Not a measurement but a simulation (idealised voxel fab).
process module | voxel wiring stack
Section cut is 290 nm wide and gridded with 5 nm square cells.
A cross-section is written here as square cells arranged in a grid, and it is given in bands from the top down, each band taking up one or more rows of cells. First you get the band's top height and its bottom height, in nm, and then the materials it's made of, left to right, with each width in nm. If you see a single material with "edge to edge", that one covers the band edge to edge. "air" is empty space. Ref level 0: as-received wafer is one material below here. Bottom band extends down with no lower bound ("0 down"). Quick explanation for "30..40": the width changes in equal steps down the rows of cells, from the first number in the band's top row to the second number in its bottom row. "everything unchanged" (step): cross-section cells unchanged, all of them. Sealed internal voids: empty space of 8 cells or more with no open way to the top, each as width x height at its distance from the left edge, in nm. On each step's line, the part that comes after the settings is the simulator's own comment on the step. Each step line may optionally specify "overlay nm", which for a step with a mask gives the rightward distance between the mask's planned place and where it lay, a negative value indicating the leftward direction.
-- These are the steps we planned for the process
| 1 | RECEIVE | material Si |
| 2 | CONFORMAL_DEP | material SiO2 | thk nm 10 |
| 3 | CONFORMAL_DEP | material SiCN | thk nm 5 |
| 4 | DIRECTIONAL_DEP | material SiO2 | thk nm 25 |
| 5 | MASKED_ETCH | tone open | mask id METAL_1 | width nm 20 | pitch nm 45 | etch materials SiO2 | depth nm 25 | overlay nm 0 |
| 6 | MASKED_ETCH | tone open | mask id METAL_1 | width nm 20 | pitch nm 45 | etch materials SiCN | depth nm 5 | overlay nm 0 |
| 7 | CONFORMAL_DEP | material TiN | thk nm 5 |
| 8 | FILL_DEP | material Cu | thk nm 5 |
| 9 | CMP | height nm 40 |
| 10 | CONFORMAL_DEP | material SiCN | thk nm 5 |
| 11 | DIRECTIONAL_DEP | material SiO2 | thk nm 30 |
| 12 | MASKED_ETCH | tone open | mask id METAL_2 | width nm 20 | pitch nm 45 | etch materials SiO2 | depth nm 15 | overlay nm 0 |
| 13 | PATTERN | tone open | mask id METAL_2_HOLES | material resist | width nm 15 | thk nm 15 | overlay nm 0 |
| 14 | DIRECTIONAL_ETCH | etch materials SiO2 | depth nm 15 |
| 15 | DIRECTIONAL_ETCH | etch materials SiCN | depth nm 5 |
| 16 | STRIP | etch materials resist |
| 17 | CONFORMAL_DEP | material TiN | thk nm 5 |
| 18 | FILL_DEP | material Cu | thk nm 5 |
| 19 | CMP | height nm 75 |
| 20 | CONFORMAL_DEP | material SiCN | thk nm 5 |
| 21 | DIRECTIONAL_DEP | material lowk | thk nm 30 |
| 22 | PATTERN | tone open | mask id METAL_3_HOLES | material resist | width nm 15 | pitch nm 45 | thk nm 20 | overlay nm 0 |
| 23 | DIRECTIONAL_ETCH | etch materials lowk | depth nm 30 |
| 24 | STRIP | etch materials resist |
| 25 | MASKED_ETCH | tone open | mask id METAL_3 | width nm 20 | pitch nm 45 | etch materials lowk | depth nm 15 | overlay nm 0 |
| 26 | MASKED_ETCH | tone open | mask id METAL_3 | width nm 20 | pitch nm 45 | etch materials SiCN | depth nm 5 | overlay nm 0 |
| 27 | CONFORMAL_DEP | material TiN | thk nm 5 |
| 28 | FILL_DEP | material Ru | thk nm 5 |
| 29 | CMP | height nm 110 |
| 30 | CONFORMAL_DEP | material SiCN | thk nm 5 |
| 31 | DIRECTIONAL_DEP | material lowk | thk nm 35 |
| 32 | DIRECTIONAL_DEP | material aC | thk nm 10 |
| 33 | PATTERN | tone open | mask id METAL_4_HOLES | material resist | width nm 15 | thk nm 25 | overlay nm 0 |
| 34 | DIRECTIONAL_ETCH | etch materials aC | depth nm 10 |
| 35 | STRIP | etch materials resist |
| 36 | DIRECTIONAL_ETCH | etch materials lowk | depth nm 35 |
| 37 | STRIP | etch materials aC |
| 38 | PATTERN | tone open | mask id METAL_4 | material resist | width nm 20 | pitch nm 45 | thk nm 15 | overlay nm 0 |
| 39 | DIRECTIONAL_ETCH | etch materials lowk | depth nm 20 |
| 40 | DIRECTIONAL_ETCH | etch materials SiCN | depth nm 5 |
| 41 | STRIP | etch materials resist |
| 42 | CONFORMAL_DEP | material TiN | thk nm 5 |
| 43 | FILL_DEP | material Cu | thk nm 10 |
| 44 | CMP | height nm 150 |
| 45 | CONFORMAL_DEP | material SiN | thk nm 5 |
What sets these wafers apart? The width nm at step 13. They all start alike, and the plan carries the first wafer's value.
-- As-received cross-section, first of several wafers, post step 1
> 0 down: Si edge to edge
> Sealed internal voids: none
-- Below is a per-wafer table. In it, each row describes the wafer at the end of the module by giving, for each material, the number of cells gained (+) or lost (-) since the wafer was received, and after that the closed voids of the wafer
width nm 15; +48 Cu; +16 Ru; +212 SiCN; +58 SiN; +681 SiO2; +112 TiN; +671 lowk; Sealed internal voids: none
width nm 20; +52 Cu; +16 Ru; +211 SiCN; +58 SiN; +678 SiO2; +112 TiN; +671 lowk; Sealed internal voids: none
width nm 25; +54 Cu; +16 Ru; +211 SiCN; +58 SiN; +675 SiO2; +113 TiN; +671 lowk; Sealed internal voids: none
width nm 30; +56 Cu; +16 Ru; +211 SiCN; +58 SiN; +672 SiO2; +114 TiN; +671 lowk; Sealed internal voids: none
